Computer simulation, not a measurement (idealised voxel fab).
Documented hereafter: the process module known as voxel gate over fins.
205 nm wide, 5 nm square cells: that's cross-section cut.
When this document writes out a cross-section, it uses a grid of square cells and lists it as bands, beginning at the top and moving down, with a band standing for one or more rows of cells. Heads up on the band format: heights come first, top then bottom, in nm. After that it's the materials left to right, each with its width in nm. A single material flagged "all across" fills the whole band edge to edge, and "air" means there's empty space there. All heights in this document are referenced to 0, defined as the level beneath which the wafer, as received, consists entirely of one material. The lowest band is not bounded below; it extends indefinitely downward and is written in the form "0 and below". Quick explanation for "30..40": the width changes in equal steps down the rows of cells, from the first number in the band's top row to the second number in its bottom row. "no modification" for a step: no cell of the cross-section changed in that step. Under "Closed void list" you'll find the enclosed gaps, the ones with no way out to the top, that are 8 cells or bigger; each reads width x height at distance, with distance counted from the left edge, everything in nm. On a step's line, text after the settings is the simulator commenting on that step. A step's line can hold "overlay nm"; with a mask on that step, the setting says how far right of the planned place the mask lay, while a negative setting says it lay to the left.
# plan
1 RECEIVE (material Si)
2 CONFORMAL_DEP (material SiN; thk nm 10)
3 MASKED_ETCH (tone cover; mask id FINS; width nm 15; pitch nm 40; etch materials SiN; depth nm 10; overlay nm 0)
4 MASKED_ETCH (tone cover; mask id FINS; width nm 15; pitch nm 40; etch materials Si; depth nm 40; overlay nm 0)
5 FILL_DEP (material SiO2; thk nm 5)
6 CMP (height nm 10)
7 SELECTIVE_ETCH (etch materials SiO2; depth nm 20)
8 STRIP (etch materials SiN)
9 CONFORMAL_DEP (material HfO2; thk nm 5)
10 CONFORMAL_DEP (material TiN; thk nm 5)
11 CONFORMAL_DEP (material TiAl; thk nm 5)
12 CONFORMAL_DEP (material TiN; thk nm 5)
13 FILL_DEP (material W; thk nm 15)
14 CMP (height nm 30)
15 CONFORMAL_DEP (material SiN; thk nm 10)
What sets these wafers apart? The width nm at step 4. They all start alike, and the plan carries the first wafer's value.
# So this is the first of several wafers, cross-sectioned as it came to us, meaning it's at the end of step 1
  0 and below | Si all across
  Closed void list: none
# The following table contains a row per wafer, in which are reported, at the conclusion of the module, the cells of each material gained (+) or lost (-) since the wafer's receipt, with its closed voids given thereafter
width nm 15, +49 HfO2, -280 Si, +82 SiN, +210 SiO2, +47 TiAl, +94 TiN, +126 W, Closed void list: none
width nm 20, +49 HfO2, -264 Si, +82 SiN, +198 SiO2, +45 TiAl, +94 TiN, +124 W, Closed void list: none
width nm 25, +49 HfO2, -248 Si, +82 SiN, +186 SiO2, +45 TiAl, +92 TiN, +122 W, Closed void list: none
